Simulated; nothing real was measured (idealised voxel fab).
Name of the process module below: voxel ribs on slabs
The cross-section shown here is cut; it is 185 nm wide and divided into square cells measuring 5 nm on a side.
Square cells in a grid make up a cross-section in this document, and the grid is given as bands, listed from the top down, each one or more rows of cells.
Band entry format. Leading values: height of top, height of bottom, nm. Remainder: materials in left-to-right order, each with its width in nm. Special words: "all across" on a single material, which then fills the band edge to edge; "air", empty space.
Heads up on the height convention: 0 is the point under which the incoming wafer is all one material, and the lowest band has no bottom, it just keeps going down, like "0 -> down".
Read "30..40" as a graded width: first number on top, second number at the bottom, same change between each pair of neighbouring rows.
"no change occurred", as given for a step, is the statement that not any cell of the cross-section underwent a change during that step.
Listed in "closed voids": every empty space of 8 or more cells without an open way to the top. Form: width x height at distance, the distance being from the left edge, all in nm.
On each step's line, the part that comes after the settings is the simulator's own comment on the step.
Regarding "overlay nm": on a step with a mask, it is the distance the mask lay to the right of its planned place; a negative value places it to the left.
Set out below are the planned steps of the process:
step 1: RECEIVE, material Si
step 2: DIRECTIONAL_DEP, material SiO2, thk nm 30
step 3: DIRECTIONAL_DEP, material polySi, thk nm 20
step 4: MASKED_ETCH, tone cover, mask id RIB, width nm 20, etch materials polySi, depth nm 5, overlay nm 0
step 5: DIRECTIONAL_DEP, material aC, thk nm 15
step 6: PATTERN, tone cover, mask id SLAB, material resist, width nm 50, thk nm 30, overlay nm 0
step 7: DIRECTIONAL_ETCH, etch materials aC, depth nm 15
step 8: STRIP, etch materials resist
step 9: DIRECTIONAL_ETCH, etch materials polySi, depth nm 15
step 10: STRIP, etch materials aC
step 11: FILL_DEP, material SiO2, thk nm 20
step 12: CMP, height nm 60
step 13: DIRECTIONAL_DEP, material W, thk nm 5
step 14: MASKED_ETCH, tone cover, mask id HEATER, width nm 30, etch materials W, depth nm 5, overlay nm 0
step 15: CONFORMAL_DEP, material SiO2, thk nm 5
Shown in cross-section is the wafer as received, that is, as it stands after step 1:
> 0 -> down | Si all across
> closed voids: none
The module was run from the start shown above using the plan shown above, but one mistake was made doing it; the resulting wafer cross-section is below:
> 70 -> 65 | air=70 / SiO2=40 / air=75
> 65 -> 60 | SiO2=75 / W=30 / SiO2=80
> 60 -> 45 | SiO2 all across
> 45 -> 40 | SiO2=80 / polySi=20 / SiO2=85
> 40 -> 30 | SiO2=65 / polySi=50 / SiO2=70
> 30 -> 0 | SiO2 all across
> 0 -> down | Si all across
> closed voids: none
What went wrong in running the wafer? so step 3 ended up running with a different setting than we planned, it ran as DIRECTIONAL_DEP, material polySi, thk nm 15
